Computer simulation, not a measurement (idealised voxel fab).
The name of this process module is voxel plated lines.
In the cross-section labelled cut, the width is 215 nm and each square cell is 5 nm.
Cross-section, as written here: a square-cell grid given band by band from the top down, where a band holds one or more rows of cells.
Heads up on the band format: heights come first, top then bottom, in nm. After that it's the materials left to right, each with its width in nm. A single material flagged "edge to edge" fills the whole band edge to edge, and "blank" means there's empty space there.
Beneath 0, the wafer as received is one material, and that level is where height counting begins. The lowest band goes on downward without a bottom; it is written like "0 -> down".
The expression "30 to 40" gives the width at the extremes of the band, the first number at its top row of cells and the second at its bottom row, with the width changing by equal amounts from each row to the next in between.
Take "all unchanged" at face value: in the step it is given for, the cross-section changed in none of its cells.
"Closed-off voids": sealed empty spaces, 8 cells or more, no open way to top, listed width x height at distance, with distance from the left edge and width, height and distance in nm.
Heads up: the bit after the settings on a step's line is the simulator's remark on that step.
"overlay nm" denotes, for a step that has a mask, the displacement of the mask to the right of its planned place, with negative values corresponding to the left.

# The following list gives the planned process steps
- 1: RECEIVE with material Si
- 2: CONFORMAL_DEP with material SiN, thk nm 10
- 3: DIRECTIONAL_DEP with material TiN, thk nm 5
- 4: PATTERN with tone open, mask id LINES, material resist, width nm 25, pitch nm 45, thk nm 40, overlay nm 0
- 5: EPI with material Ru, thk nm 10
- 6: EPI with material Ru, thk nm 10
- 7: EPI with material Ru, thk nm 10
- 8: STRIP with etch materials resist
- 9: DIRECTIONAL_ETCH with etch materials TiN, depth nm 5
- 10: CONFORMAL_DEP with material SiCN, thk nm 10

# Cross-section of the wafer upon arrival, representing the state reached after step 1
  0 -> down = Si edge to edge
  Closed-off voids: none

# Run as planned - first of the two wafers cross-sectioned at the end of the module
  55 -> 45 = blank 40, SiCN 135, blank 40
  45 -> 20 = blank 40, SiCN 10, Ru 25, SiCN 20, Ru 25, SiCN 20, Ru 25, SiCN 10, blank 40
  20 -> 15 = SiCN 50, Ru 25, SiCN 20, Ru 25, SiCN 20, Ru 25, SiCN 50
  15 -> 10 = SiCN 50, TiN 25, SiCN 20, TiN 25, SiCN 20, TiN 25, SiCN 50
  10 -> 0 = SiN edge to edge
  0 -> down = Si edge to edge
  Closed-off voids: none

# Cross-section of the latter of the two wafers at module completion. It had an identical start and an identical plan to the former; in running it, one mistake was made
  65 -> 55 = blank 40, SiCN 135, blank 40
  55 -> 30 = blank 40, SiCN 10, Ru 25, SiCN 20, Ru 25, SiCN 20, Ru 25, SiCN 10, blank 40
  30 -> 25 = SiCN 50, Ru 25, SiCN 20, Ru 25, SiCN 20, Ru 25, SiCN 50
  25 -> 20 = SiCN 50, TiN 25, SiCN 20, TiN 25, SiCN 20, TiN 25, SiCN 50
  20 -> 10 = TiN edge to edge
  10 -> 0 = SiN edge to edge
  0 -> down = Si edge to edge
  Closed-off voids: none
What was done differently from what was planned? step 3: run off-plan, actual operation and settings DIRECTIONAL_DEP with material TiN, thk nm 15
The final cell counts differ between the wafers, with the second having more or fewer of some materials than the first: TiN: 86 more
